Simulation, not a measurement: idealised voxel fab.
Herein follows the process module entitled voxel released beams.
The cross-section shown here is cut; it is 220 nm wide and divided into square cells measuring 5 nm on a side.
How to read a cross-section here: the picture is a grid of square cells, written as bands going from the top down, and any band can span one or more rows of cells.
Top height, bottom height, nm. Materials left to right, width each, nm. Single material + "full width" = fills band edge to edge. "blank" = empty.
Counting heights begins at 0, where everything beneath is, in the wafer as received, one material. The lowest band has no bottom; it goes on downwards, as "0 and below" shows.
Read "30..40" as a graded width: first number on top, second number at the bottom, same change between each pair of neighbouring rows.
Key: "remains unaltered" - step with no changed cell in the cross-section.
Empty spaces without an open route to the top, at least 8 cells in extent, make up the entry "Closed void table"; each is given as width x height at distance, where the distance is measured from the left edge, and all are in nm.
On a step's line, text after the settings is the simulator commenting on that step.
overlay nm: on a step with a mask, how far right of its planned place the mask lay; negative means left.
## Planned step list for the process
1,op RECEIVE | material Si
2,op CONFORMAL_DEP | material SiN | thk nm 10
3,op DIRECTIONAL_DEP | material SiO2 | thk nm 10
4,op MASKED_ETCH | tone open | mask id ANCHOR | width nm 35 | etch materials SiO2 | depth nm 10 | overlay nm 0
5,op CONFORMAL_DEP | material W | thk nm 10
6,op DIRECTIONAL_DEP | material aC | thk nm 15
7,op PATTERN | tone cover | mask id BEAM | material resist | width nm 110 | thk nm 30 | overlay nm 0
8,op DIRECTIONAL_ETCH | etch materials aC | depth nm 15
9,op STRIP | etch materials resist
10,op DIRECTIONAL_ETCH | etch materials W | depth nm 10
11,op STRIP | etch materials aC
12,op STRIP | etch materials SiO2
## Run as planned: first of two wafers
## Cross-section: wafer on arrival = after step 1
    0 and below: Si full width
    Closed void table: none
## Step 2 done - wafer cross-section
    10 down to 0: SiN full width
    below 0: unchanged
## Step 3 done - wafer cross-section
    20 down to 10: SiO2 full width
    below 10: unchanged
## Step 4 done - wafer cross-section
    20 down to 10: 55 nm SiO2  35 nm blank  130 nm SiO2
    below 10: unchanged
## Step 5 done - wafer cross-section
    30 down to 20: 65 nm W  15 nm blank  140 nm W
    20 down to 10: 55 nm SiO2  35 nm W  130 nm SiO2
    below 10: unchanged
## Step 6 done - wafer cross-section
    45 down to 35: 65 nm aC  15 nm blank  140 nm aC
    35 down to 30: aC full width
    30 down to 20: 65 nm W  15 nm aC  140 nm W
    below 20: unchanged
## Step 7 done - wafer cross-section
    75 down to 45: 50 nm blank  110 nm resist  60 nm blank
    45 down to 35: 65 nm aC  15 nm resist  140 nm aC
    below 35: unchanged
## Step 8 done - wafer cross-section
    60 down to 45: 50 nm blank  110 nm resist  60 nm blank
    45 down to 35: 50 nm blank  15 nm aC  15 nm resist  80 nm aC  60 nm blank
    35 down to 30: 50 nm blank  110 nm aC  60 nm blank
    below 30: unchanged
## Step 9 done - wafer cross-section
    45 down to 35: 50 nm blank  15 nm aC  15 nm blank  80 nm aC  60 nm blank
    below 35: unchanged
## Step 10 done - wafer cross-section
    45 down to 35: 50 nm blank  15 nm aC  15 nm blank  80 nm aC  60 nm blank
    35 down to 30: 50 nm blank  110 nm aC  60 nm blank
    30 down to 20: 50 nm blank  15 nm W  15 nm aC  80 nm W  60 nm blank
    below 20: unchanged
## Step 11 done - wafer cross-section
    30 down to 20: 50 nm blank  15 nm W  15 nm blank  80 nm W  60 nm blank
    below 20: unchanged
## Step 12 done - wafer cross-section
    30 down to 20: 50 nm blank  15 nm W  15 nm blank  80 nm W  60 nm blank
    20 down to 10: 55 nm blank  35 nm W  130 nm blank
    below 10: unchanged
## Second wafer: same start and same plan as the first, one execution error; identical to the first through step 3
## Cross-section of the second wafer when, according to plan, step 4 should have finished
    20 down to 10: 55 nm SiO2  40 nm blank  125 nm SiO2
    below 10: unchanged
## Cross-section of the second wafer when, according to plan, step 5 should have finished
    30 down to 20: 65 nm W  20 nm blank  135 nm W
    20 down to 10: 55 nm SiO2  40 nm W  125 nm SiO2
    below 10: unchanged
## Cross-section of the second wafer when, according to plan, step 6 should have finished
    45 down to 35: 65 nm aC  20 nm blank  135 nm aC
    35 down to 30: aC full width
    30 down to 20: 65 nm W  20 nm aC  135 nm W
    below 20: unchanged
## Cross-section of the second wafer when, according to plan, step 7 should have finished
    75 down to 45: 50 nm blank  110 nm resist  60 nm blank
    45 down to 35: 65 nm aC  20 nm resist  135 nm aC
    below 35: unchanged
## Cross-section of the second wafer when, according to plan, step 8 should have finished
    60 down to 45: 50 nm blank  110 nm resist  60 nm blank
    45 down to 35: 50 nm blank  15 nm aC  20 nm resist  75 nm aC  60 nm blank
    35 down to 30: 50 nm blank  110 nm aC  60 nm blank
    below 30: unchanged
## Cross-section of the second wafer when, according to plan, step 9 should have finished
    45 down to 35: 50 nm blank  15 nm aC  20 nm blank  75 nm aC  60 nm blank
    below 35: unchanged
## Cross-section of the second wafer when, according to plan, step 10 should have finished
    45 down to 35: 50 nm blank  15 nm aC  20 nm blank  75 nm aC  60 nm blank
    35 down to 30: 50 nm blank  110 nm aC  60 nm blank
    30 down to 20: 50 nm blank  15 nm W  20 nm aC  75 nm W  60 nm blank
    below 20: unchanged
## Cross-section of the second wafer when, according to plan, step 11 should have finished
    30 down to 20: 50 nm blank  15 nm W  20 nm blank  75 nm W  60 nm blank
    below 20: unchanged
## Cross-section of the second wafer when, according to plan, step 12 should have finished
    30 down to 20: 50 nm blank  15 nm W  20 nm blank  75 nm W  60 nm blank
    20 down to 10: 55 nm blank  40 nm W  125 nm blank
    below 10: unchanged
The plan and the run diverged here: for step 4, the planned setting was not used; the step was instead run as op MASKED_ETCH | tone open | mask id ANCHOR | width nm 40 | etch materials SiO2 | depth nm 10 | overlay nm 0
The concluding comparison shows that, measured in cells, each material is equally abundant on both wafers, albeit at different positions.
